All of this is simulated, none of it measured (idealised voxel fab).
Process module, titled voxel spacer lines
We display cut, a cross-section 295 nm in width whose square cells are each 5 nm.
In what follows, cross-sections appear as grids of square cells, described through bands that run from the top down, where every band is one or more rows of cells. Basically the band line says how high the top is and how high the bottom is, in nm, and then what's in it from left to right, every material with its width in nm. Empty space shows up as "empty", and if a single material carries "edge to edge" it runs the full band edge to edge. The reference from which all heights are counted is 0, the level beneath which the as-received wafer is entirely one material; the lowest band, having no lower bound, proceeds downward and is written after the example "from 0 down". A two-number width, for instance "30 to 40", indicates that the width is equal to the first number in the top row of the band and to the second number in the bottom row, and that it changes by a constant amount per row of cells. "no change occurred" (step): cross-section cells unchanged, all of them. "Closed cavities" specifies each empty space that is not open to the top and that occupies no fewer than 8 cells, using the form width x height at distance, the distance measured from the left edge and all three quantities in nm. Where a step's line continues beyond its settings, the continuation is a remark by the simulator itself on that step. overlay nm: for a step with a mask, the amount by which the mask lay right of where it was planned; a negative amount means left of it.

**Listed below are the process steps as planned**
1,RECEIVE: material Si
2,CONFORMAL_DEP: material Al2O3, thk nm 5
3,DIRECTIONAL_DEP: material SiN, thk nm 15
4,DIRECTIONAL_DEP: material aC, thk nm 20
5,PATTERN: tone cover, mask id MANDREL, material resist, width nm 15, pitch nm 60, thk nm 25, overlay nm 0
6,DIRECTIONAL_ETCH: etch materials aC, depth nm 20
7,STRIP: etch materials resist
8,CONFORMAL_DEP: material SiO2, thk nm 15
9,DIRECTIONAL_ETCH: etch materials SiO2, depth nm 15
10,STRIP: etch materials aC
11,DIRECTIONAL_ETCH: etch materials SiN, depth nm 15
12,STRIP: etch materials SiO2
13,FILL_DEP: material SiO2, thk nm 10
14,CMP: height nm 20

**First of two wafers, processed according to plan**

**Cross-section: wafer on arrival = after step 1**
- from 0 down | Si edge to edge
- Closed cavities: none

**After step 2, in cross-section**
- from 5 to 0 | Al2O3 edge to edge
- Below 0, no change.

**After step 3, in cross-section**
- from 20 to 5 | SiN edge to edge
- Below 5, no change.

**After step 4, in cross-section**
- from 40 to 20 | aC edge to edge
- Below 20, no change.

**After step 5, in cross-section**
- from 65 to 40 | empty (110)  resist (15)  empty (45)  resist (15)  empty (110)
- Below 40, no change.

**After step 6, in cross-section**
- from 45 to 40 | empty (110)  resist (15)  empty (45)  resist (15)  empty (110)
- from 40 to 20 | empty (110)  aC (15)  empty (45)  aC (15)  empty (110)
- Below 20, no change.

**After step 7, in cross-section**
- from 40 to 20 | empty (110)  aC (15)  empty (45)  aC (15)  empty (110)
- Below 20, no change.

**After step 8, in cross-section**
- from 55 to 40 | empty (95)  SiO2 (45)  empty (15)  SiO2 (45)  empty (95)
- from 40 to 35 | empty (95)  SiO2 (15)  aC (15)  SiO2 (15)  empty (15)  SiO2 (15)  aC (15)  SiO2 (15)  empty (95)
- from 35 to 20 | SiO2 (110)  aC (15)  SiO2 (45)  aC (15)  SiO2 (110)
- Below 20, no change.

**After step 9, in cross-section**
- from 40 to 20 | empty (95)  SiO2 (15)  aC (15)  SiO2 (15)  empty (15)  SiO2 (15)  aC (15)  SiO2 (15)  empty (95)
- Below 20, no change.

**After step 10, in cross-section**
- from 40 to 20 | empty (95)  SiO2 (15)  empty (15)  SiO2 (15)  empty (15)  SiO2 (15)  empty (15)  SiO2 (15)  empty (95)
- Below 20, no change.

**After step 11, in cross-section**
- from 40 to 20 | empty (95)  SiO2 (15)  empty (15)  SiO2 (15)  empty (15)  SiO2 (15)  empty (15)  SiO2 (15)  empty (95)
- from 20 to 5 | empty (95)  SiN (15)  empty (15)  SiN (15)  empty (15)  SiN (15)  empty (15)  SiN (15)  empty (95)
- Below 5, no change.

**After step 12, in cross-section**
- from 20 to 5 | empty (95)  SiN (15)  empty (15)  SiN (15)  empty (15)  SiN (15)  empty (15)  SiN (15)  empty (95)
- Below 5, no change.

**After step 13, in cross-section**
- from 30 to 20 | SiO2 edge to edge
- from 20 to 5 | SiO2 (95)  SiN (15)  SiO2 (15)  SiN (15)  SiO2 (15)  SiN (15)  SiO2 (15)  SiN (15)  SiO2 (95)
- Below 5, no change.

**After step 14, in cross-section**
- from 20 to 5 | SiO2 (95)  SiN (15)  SiO2 (15)  SiN (15)  SiO2 (15)  SiN (15)  SiO2 (15)  SiN (15)  SiO2 (95)
- Below 5, no change.

**Regarding the second of the two wafers: it shared the first wafer's starting condition and process plan, yet one error occurred during its execution. Its history coincides with that of the first wafer up to and including step 2**

**Cross-section: second wafer, time at which step 3 was scheduled to end**
- from 25 to 5 | aC edge to edge
- Below 5, no change.

**Cross-section: second wafer, time at which step 4 was scheduled to end**
- from 40 to 25 | SiN edge to edge
- Below 25, no change.

**Cross-section: second wafer, time at which step 5 was scheduled to end**
- from 65 to 40 | empty (110)  resist (15)  empty (45)  resist (15)  empty (110)
- Below 40, no change.

**Cross-section: second wafer, time at which step 6 was scheduled to end**
- from 45 to 40 | empty (110)  resist (15)  empty (45)  resist (15)  empty (110)
- Below 40, no change.

**Cross-section: second wafer, time at which step 7 was scheduled to end**
- from 40 to 25 | SiN edge to edge
- Below 25, no change.

**Cross-section: second wafer, time at which step 8 was scheduled to end**
- from 55 to 40 | SiO2 edge to edge
- Below 40, no change.

**Cross-section: second wafer, time at which step 9 was scheduled to end**
- from 40 to 25 | SiN edge to edge
- Below 25, no change.

Cross-section: second wafer, time at which step 10 was scheduled to end: no change occurred

**Cross-section: second wafer, time at which step 11 was scheduled to end**
- from 25 to 5 | aC edge to edge
- Below 5, no change.

Cross-section: second wafer, time at which step 12 was scheduled to end: no change occurred

**Cross-section: second wafer, time at which step 13 was scheduled to end**
- from 35 to 25 | SiO2 edge to edge
- Below 25, no change.

**Cross-section: second wafer, time at which step 14 was scheduled to end**
- from 20 to 5 | aC edge to edge
- Below 5, no change.
Where did the run depart from the plan? step 3 ran in the slot meant for step 4, and vice versa
at the end the second wafer has, in cells: SiN -36 | SiO2 -141 | aC +177
